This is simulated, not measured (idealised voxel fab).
Name of the process module below: voxel tone inversion
Cross-section cut spans 290 nm and uses square cells 5 nm in size.
Just so we're on the same page, the cross-sections are grids of square cells, and they're listed out in bands top to bottom, each band one or more rows deep.
Within each band entry, the heights of the top and of the bottom of the band appear first, in that order and in nm; the materials of the band then follow from left to right, each with its corresponding width in nm. The designation "throughout" on a single material indicates that it fills the band from edge to edge; the designation "empty" indicates empty space.
Where do heights start? At 0: under that level the wafer as delivered is made of one material only. And the lowest band has no floor; it just carries on downward, as in "0 nm and below".
A two-number width, for instance "30->40", indicates that the width is equal to the first number in the top row of the band and to the second number in the bottom row, and that it changes by a constant amount per row of cells.
When a step is marked "no modifications", none of the cells in the cross-section changed during that step.
"Unvented cavities" means: voids of 8 cells or more that are shut off from the top with no open way through. Written width x height at distance, distance from the left edge, in nm.
Where a step's line continues beyond its settings, the continuation is a remark by the simulator itself on that step.
A step line may carry the setting "overlay nm", which, for steps involving a mask, states the distance by which the mask lay to the right of its intended position; negative values denote displacement to the left.

-- Set out below are the planned steps of the process
step 1: RECEIVE | material Si
step 2: CONFORMAL_DEP | material SiCN | thk nm 10
step 3: DIRECTIONAL_DEP | material aC | thk nm 25
step 4: PATTERN | tone cover | mask id POSTS | material resist | width nm 20 | pitch nm 35 | thk nm 30 | overlay nm 0
step 5: DIRECTIONAL_ETCH | etch materials aC | depth nm 25
step 6: STRIP | etch materials resist
step 7: FILL_DEP | material SiO2 | thk nm 10
step 8: CMP | height nm 35
step 9: STRIP | etch materials aC
step 10: CONFORMAL_DEP | material TiN | thk nm 5
step 11: FILL_DEP | material Cu | thk nm 5
step 12: CMP | height nm 35
step 13: CONFORMAL_DEP | material SiN | thk nm 5

-- This is the cross-section of the wafer as we received it, i.e. after step 1
> 0 nm and below = Si throughout
> Unvented cavities: none

-- Cross-sectional view of the first of the two wafers upon completion of the module, processed in accordance with the plan
> 40 nm to 35 nm = SiN throughout
> 35 nm to 15 nm = SiO2 100 nm, TiN 5 nm, Cu 10 nm, TiN 5 nm, SiO2 15 nm, TiN 5 nm, Cu 10 nm, TiN 5 nm, SiO2 15 nm, TiN 5 nm, Cu 10 nm, TiN 5 nm, SiO2 100 nm
> 15 nm to 10 nm = SiO2 100 nm, TiN 20 nm, SiO2 15 nm, TiN 20 nm, SiO2 15 nm, TiN 20 nm, SiO2 100 nm
> 10 nm to 0 nm = SiCN throughout
> 0 nm and below = Si throughout
> Unvented cavities: none

-- Same start, same plan as the first wafer - but one mistake in the run. Cross-section of the second of the two at the end of the module
> 40 nm to 35 nm = SiN throughout
> 35 nm to 25 nm = SiCN throughout
> 25 nm to 0 nm = aC throughout
> 0 nm and below = Si throughout
> Unvented cavities: none
Deviation noted in wafer processing: steps 2 and 3 traded places in the executed sequence
Cell-count delta at end, second wafer over first, by material: 24 fewer of Cu; 230 fewer of SiO2; 36 fewer of TiN; 290 more of aC
